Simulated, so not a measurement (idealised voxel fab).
Process module in this document: voxel self aligned contacts
The cross-section on display is named cut; it measures 175 nm wide, and its cells are 5 nm squares.
Throughout this document, each cross-section is represented as a grid of square cells and is presented as a sequence of bands enumerated from the top downward, where a band comprises one or more rows of cells. Heights first: top, then bottom, in nm. Then materials, left to right, each with a width in nm. "all across" on a single material: fills the band edge to edge. "empty": empty space. Height is counted from the level 0, under which the received wafer is composed throughout of one material. The lowest of the bands is not closed at the bottom but continues downward, in the notation "0 -> down". The notation "30..40" denotes a width that varies across the rows of cells in the band, beginning at the first number in the top row, finishing at the second number in the bottom row, and changing by an identical amount from each row to the next. A step reported as "no modification" is a step in which no cell of the cross-section changed. So "Completely enclosed voids" is basically the list of trapped voids: any empty space of 8 cells or more that can't reach the top through an opening. They're written width x height at distance, the distance being from the left edge, and it's all nm. Whatever follows a step's settings on its line is a remark the simulator itself makes about that step. The optional step-line setting "overlay nm" applies to steps with a mask and quantifies how far to the right of its planned location the mask lay, a negative value indicating leftward placement.
The process steps that were planned are listed below:
- 1: RECEIVE [material Si]
- 2: CONFORMAL_DEP [material SiO2] [thk nm 5]
- 3: DIRECTIONAL_DEP [material polySi] [thk nm 25]
- 4: DIRECTIONAL_DEP [material SiN] [thk nm 15]
- 5: DIRECTIONAL_DEP [material aC] [thk nm 10]
- 6: PATTERN [tone cover] [mask id GATE] [material resist] [width nm 30] [pitch nm 55] [thk nm 30] [overlay nm 0]
- 7: DIRECTIONAL_ETCH [etch materials aC] [depth nm 10]
- 8: STRIP [etch materials resist]
- 9: DIRECTIONAL_ETCH [etch materials SiN] [depth nm 15]
- 10: DIRECTIONAL_ETCH [etch materials polySi] [depth nm 25]
- 11: STRIP [etch materials aC]
- 12: CONFORMAL_DEP [material SiN] [thk nm 5]
- 13: DIRECTIONAL_ETCH [etch materials SiN] [depth nm 5]
- 14: FILL_DEP [material SiO2] [thk nm 20]
- 15: CMP [height nm 55]
- 16: MASKED_ETCH [tone open] [mask id CONTACT] [width nm 35] [etch materials SiO2] [depth nm 55] [overlay nm -15]
- 17: CONFORMAL_DEP [material TiN] [thk nm 5]
- 18: FILL_DEP [material Ru] [thk nm 5]
- 19: CMP [height nm 55]
- 20: CONFORMAL_DEP [material SiCN] [thk nm 5]
Quick note for whoever runs this: the wafers start identical, but the overlay nm at step 16 isn't the same across them. The plan just shows what the first wafer had.
Cut through the first of several wafers as received, post step 1:
- 0 -> down  Si all across
- Completely enclosed voids: none
Per wafer, end of module: cells gained (+) or lost (-) per material since receipt, then closed voids:
overlay nm -15; +5 Ru; +35 SiCN; +68 SiN; +225 SiO2; +27 TiN; +60 polySi; Completely enclosed voids: none
overlay nm -10; +14 Ru; +35 SiCN; +68 SiN; +216 SiO2; +27 TiN; +60 polySi; Completely enclosed voids: none
overlay nm -5; +14 Ru; +35 SiCN; +68 SiN; +216 SiO2; +27 TiN; +60 polySi; Completely enclosed voids: none
overlay nm 0; +14 Ru; +35 SiCN; +68 SiN; +216 SiO2; +27 TiN; +60 polySi; Completely enclosed voids: none
overlay nm 5; +14 Ru; +35 SiCN; +68 SiN; +216 SiO2; +27 TiN; +60 polySi; Completely enclosed voids: none
overlay nm 10; +14 Ru; +35 SiCN; +68 SiN; +216 SiO2; +27 TiN; +60 polySi; Completely enclosed voids: none
overlay nm 15; +5 Ru; +35 SiCN; +68 SiN; +225 SiO2; +27 TiN; +60 polySi; Completely enclosed voids: none
